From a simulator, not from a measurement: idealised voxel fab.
Module name: voxel capacitor over wiring (process module)
We display cut, a cross-section 275 nm in width whose square cells are each 5 nm.
Heads up, the way a cross-section reads in here is a grid of square cells, handed over as bands from the top down, with every band being one or more rows of cells.
Band: top and bottom heights (nm) first, top before bottom; then materials from left to right, widths in nm. "everywhere" marks a sole material filling the band edge to edge. "blank" denotes empty space.
Height datum 0, below which the as-received substrate wafer is one material. Lowest band open at the bottom, running downward: "0 down".
Width: "30 to 40" (first number = top row, second number = bottom row, same change from row to row of cells).
Step marked "remained unchanged"? Then no cell in the cross-section changed in it.
The entry "Sealed internal cavities" lists the empty spaces that cover at least 8 cells and have no open path to the top. Each is written as width x height at distance, where the distance is measured from the left edge and all three values are in nm.
Past the settings on a step's line: simulator remark, on that step.
overlay nm: right-of-plan distance of the mask on a masked step; negative values mean left-of-plan.
THE PROCESS STEPS THAT WERE PLANNED ARE LISTED BELOW
1) RECEIVE [material Si]
2) CONFORMAL_DEP [material SiO2] [thk nm 10]
3) DIRECTIONAL_DEP [material TiN] [thk nm 5]
4) DIRECTIONAL_DEP [material W] [thk nm 20]
5) PATTERN [tone cover] [mask id METAL_1] [material resist] [width nm 30] [pitch nm 95] [thk nm 15] [overlay nm 0]
6) DIRECTIONAL_ETCH [etch materials W] [depth nm 20]
7) DIRECTIONAL_ETCH [etch materials TiN] [depth nm 5]
8) STRIP [etch materials resist]
9) FILL_DEP [material lowk] [thk nm 10]
10) CMP [height nm 35]
11) CONFORMAL_DEP [material SiCN] [thk nm 5]
12) DIRECTIONAL_DEP [material lowk] [thk nm 10]
13) DIRECTIONAL_DEP [material aC] [thk nm 15]
14) PATTERN [tone open] [mask id PLUG_1] [material resist] [width nm 15] [thk nm 35] [overlay nm 0]
15) DIRECTIONAL_ETCH [etch materials aC] [depth nm 15]
16) STRIP [etch materials resist]
17) DIRECTIONAL_ETCH [etch materials lowk] [depth nm 10]
18) DIRECTIONAL_ETCH [etch materials SiCN] [depth nm 5]
19) STRIP [etch materials aC]
20) EPI [material Ru] [thk nm 10]
21) EPI [material Ru] [thk nm 5]
22) DIRECTIONAL_DEP [material TiN] [thk nm 10]
23) DIRECTIONAL_DEP [material SiN] [thk nm 5]
24) DIRECTIONAL_DEP [material TiN] [thk nm 5]
25) MASKED_ETCH [tone cover] [mask id UPPER_PLATE] [width nm 70] [etch materials TiN] [depth nm 5] [overlay nm 0]
26) MASKED_ETCH [tone cover] [mask id UPPER_PLATE] [width nm 70] [etch materials SiN] [depth nm 5] [overlay nm 0]
27) MASKED_ETCH [tone cover] [mask id LOWER_PLATE] [width nm 80] [etch materials TiN] [depth nm 10] [overlay nm 0]
28) FILL_DEP [material SiO2] [thk nm 15]
29) CMP [height nm 80]
30) DIRECTIONAL_DEP [material aC] [thk nm 10]
31) PATTERN [tone open] [mask id PLUG_2] [material resist] [width nm 15] [thk nm 25] [overlay nm -15]
32) DIRECTIONAL_ETCH [etch materials aC] [depth nm 10]
33) STRIP [etch materials resist]
34) DIRECTIONAL_ETCH [etch materials SiO2] [depth nm 10]
35) STRIP [etch materials aC]
36) CONFORMAL_DEP [material TiN] [thk nm 5]
37) FILL_DEP [material Cu] [thk nm 10]
38) CMP [height nm 80]
39) CONFORMAL_DEP [material SiCN] [thk nm 5]
The plan's step 31 overlay nm is the first wafer's value; the wafers differ in this setting and start identical.
THE AS-RECEIVED CROSS-SECTION OF THE FIRST OF SEVERAL WAFERS CORRESPONDS TO THE STATE AFTER STEP 1
* 0 down | Si everywhere
* Sealed internal cavities: none
FIRST OF SEVERAL WAFERS: CROSS-SECTION AT THE END OF THE MODULE, AFTER STEP 39, ITS LAST STEP
* 85 to 80 | SiCN everywhere
* 80 to 75 | 85 nm SiO2  5 nm TiN  5 nm Cu  5 nm TiN  175 nm SiO2
* 75 to 65 | 85 to 90 nm SiO2  15 to 70 nm TiN  175 to 115 nm SiO2
* 65 to 60 | 90 nm SiO2  70 nm SiN  115 nm SiO2
* 60 to 50 | 85 nm SiO2  80 nm TiN  110 nm SiO2
* 50 to 40 | 90 nm lowk  15 nm Ru  170 nm lowk
* 40 to 35 | 90 nm SiCN  15 nm Ru  170 nm SiCN
* 35 to 15 | 75 nm lowk  30 nm W  65 nm lowk  30 nm W  75 nm lowk
* 15 to 10 | 75 nm lowk  30 nm TiN  65 nm lowk  30 nm TiN  75 nm lowk
* 10 to 0 | SiO2 everywhere
* 0 down | Si everywhere
* Sealed internal cavities: none
CROSS-SECTION OF THE FINAL WAFER AMONG SEVERAL, TAKEN AT THE END OF THE MODULE
* 85 to 80 | SiCN everywhere
* 80 to 75 | 115 nm SiO2  5 nm TiN  5 nm Cu  5 nm TiN  145 nm SiO2
* 75 to 65 | 115 to 90 nm SiO2  15 to 70 nm TiN  145 to 115 nm SiO2
* 65 to 60 | 90 nm SiO2  70 nm SiN  115 nm SiO2
* 60 to 50 | 85 nm SiO2  80 nm TiN  110 nm SiO2
* 50 to 40 | 90 nm lowk  15 nm Ru  170 nm lowk
* 40 to 35 | 90 nm SiCN  15 nm Ru  170 nm SiCN
* 35 to 15 | 75 nm lowk  30 nm W  65 nm lowk  30 nm W  75 nm lowk
* 15 to 10 | 75 nm lowk  30 nm TiN  65 nm lowk  30 nm TiN  75 nm lowk
* 10 to 0 | SiO2 everywhere
* 0 down | Si everywhere
* Sealed internal cavities: none
WHAT FOLLOWS IS A TABLE IN WHICH EACH WAFER OCCUPIES A ROW; FOR THE WAFER AS IT STANDS AT THE CLOSE OF THE MODULE, THE ROW STATES, MATERIAL BY MATERIAL, HOW MANY CELLS HAVE BEEN GAINED (+) OR LOST (-) SINCE RECEIPT, AND THEN GIVES ITS CLOSED VOIDS
overlay nm -15 | +1 Cu | +9 Ru | +107 SiCN | +14 SiN | +374 SiO2 | +63 TiN | +48 W | +319 lowk | Sealed internal cavities: none
overlay nm -10 | +1 Cu | +9 Ru | +107 SiCN | +14 SiN | +374 SiO2 | +63 TiN | +48 W | +319 lowk | Sealed internal cavities: none
overlay nm -5 | +1 Cu | +9 Ru | +107 SiCN | +14 SiN | +374 SiO2 | +63 TiN | +48 W | +319 lowk | Sealed internal cavities: none
overlay nm 0 | +1 Cu | +9 Ru | +107 SiCN | +14 SiN | +374 SiO2 | +63 TiN | +48 W | +319 lowk | Sealed internal cavities: none
overlay nm 5 | +1 Cu | +9 Ru | +107 SiCN | +14 SiN | +374 SiO2 | +63 TiN | +48 W | +319 lowk | Sealed internal cavities: none
overlay nm 10 | +1 Cu | +9 Ru | +107 SiCN | +14 SiN | +374 SiO2 | +63 TiN | +48 W | +319 lowk | Sealed internal cavities: none
overlay nm 15 | +1 Cu | +9 Ru | +107 SiCN | +14 SiN | +374 SiO2 | +63 TiN | +48 W | +319 lowk | Sealed internal cavities: none
